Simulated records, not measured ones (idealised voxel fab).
Documented hereafter: the process module known as voxel ribs on slabs.
The cross-section shown here is cut; it is 290 nm wide and divided into square cells measuring 5 nm on a side.
Bands, listed from the top down, are how a cross-section gets written in this document; the cross-section itself is a grid of square cells, and a band is one or more rows of them.
Quick guide to a band line: top height, bottom height (nm) up front; then every material left to right with its width in nm. Only one material and it's marked "all across"? Then it fills the band edge to edge. And "blank" just means empty space.
Below 0: as-received wafer, all one material; heights counted from there. Lowest band: no bottom, goes on down, written "0 -> down".
Per-row width for "30 to 40": begins at first number (top row of band), ends at second number (bottom row), increment between rows held constant.
It should be understood that the words "remained unchanged", when stated for a given step, signify that the cross-section underwent no change in any of its cells during that step.
The entry "Closed internal voids" lists the empty spaces that cover at least 8 cells and have no open path to the top. Each is written as width x height at distance, where the distance is measured from the left edge and all three values are in nm.
The remark found on a step's line after its settings is issued by the simulator itself and pertains to that step.
The line of a step may include "overlay nm". On a step with a mask, this value is how far to the right of its planned place the mask lay. A negative value means the mask lay to the left.
## Steps planned for the process
1,RECEIVE,material Si
2,DIRECTIONAL_DEP,material SiO2,thk nm 30
3,DIRECTIONAL_DEP,material SiN,thk nm 25
4,MASKED_ETCH,tone cover,mask id RIB,width nm 20,etch materials SiN,depth nm 10,overlay nm 0
5,MASKED_ETCH,tone cover,mask id SLAB,width nm 80,etch materials SiN,depth nm 15,overlay nm 0
6,FILL_DEP,material SiO2,thk nm 20
7,CMP,height nm 70
8,DIRECTIONAL_DEP,material W,thk nm 5
9,MASKED_ETCH,tone cover,mask id HEATER,width nm 30,etch materials W,depth nm 5,overlay nm 0
10,CONFORMAL_DEP,material SiO2,thk nm 5
## First of the two wafers, run per plan
## The cross-section here shows the wafer as received, i.e. in its state after step 1
- 0 -> down  Si all across
- Closed internal voids: none
## Cross-sectional representation of the wafer at the conclusion of step 2
- 30 -> 0  SiO2 all across
- below 0: unchanged
## Cross-sectional representation of the wafer at the conclusion of step 3
- 55 -> 30  SiN all across
- below 30: unchanged
## Cross-sectional representation of the wafer at the conclusion of step 4
- 55 -> 45  135 of blank | 20 of SiN | 135 of blank
- below 45: unchanged
## Cross-sectional representation of the wafer at the conclusion of step 5
- 55 -> 45  135 of blank | 20 of SiN | 135 of blank
- 45 -> 30  105 of blank | 80 of SiN | 105 of blank
- below 30: unchanged
## Cross-sectional representation of the wafer at the conclusion of step 6
- 75 -> 55  SiO2 all across
- 55 -> 45  135 of SiO2 | 20 of SiN | 135 of SiO2
- 45 -> 30  105 of SiO2 | 80 of SiN | 105 of SiO2
- below 30: unchanged
## Cross-sectional representation of the wafer at the conclusion of step 7
- 70 -> 55  SiO2 all across
- below 55: unchanged
## Cross-sectional representation of the wafer at the conclusion of step 8
- 75 -> 70  W all across
- below 70: unchanged
## Cross-sectional representation of the wafer at the conclusion of step 9
- 75 -> 70  130 of blank | 30 of W | 130 of blank
- below 70: unchanged
## Cross-sectional representation of the wafer at the conclusion of step 10
- 80 -> 75  125 of blank | 40 of SiO2 | 125 of blank
- 75 -> 70  130 of SiO2 | 30 of W | 130 of SiO2
- below 70: unchanged
## Wafer two of two - same starting point, same process plan, one mistake in execution; matches wafer one up to and including step 1
## The second wafer cut through, at the time step 2 was supposed to be finished
- 25 -> 0  SiN all across
- below 0: unchanged
## The second wafer cut through, at the time step 3 was supposed to be finished
- 55 -> 25  SiO2 all across
- below 25: unchanged
The second wafer cut through, at the time step 4 was supposed to be finished: remained unchanged
The second wafer cut through, at the time step 5 was supposed to be finished: remained unchanged
## The second wafer cut through, at the time step 6 was supposed to be finished
- 75 -> 25  SiO2 all across
- below 25: unchanged
## The second wafer cut through, at the time step 7 was supposed to be finished
- 70 -> 25  SiO2 all across
- below 25: unchanged
## The second wafer cut through, at the time step 8 was supposed to be finished
- 75 -> 70  W all across
- below 70: unchanged
## The second wafer cut through, at the time step 9 was supposed to be finished
- 75 -> 70  130 of blank | 30 of W | 130 of blank
- below 70: unchanged
## The second wafer cut through, at the time step 10 was supposed to be finished
- 80 -> 75  125 of blank | 40 of SiO2 | 125 of blank
- 75 -> 70  130 of SiO2 | 30 of W | 130 of SiO2
- below 70: unchanged
Short version of what went wrong: note: step 2 <-> step 3, run order reversed vs plan
Counted in cells at the end, the second wafer holds more or fewer of these materials than the first: 234 more of SiN | 234 fewer of SiO2
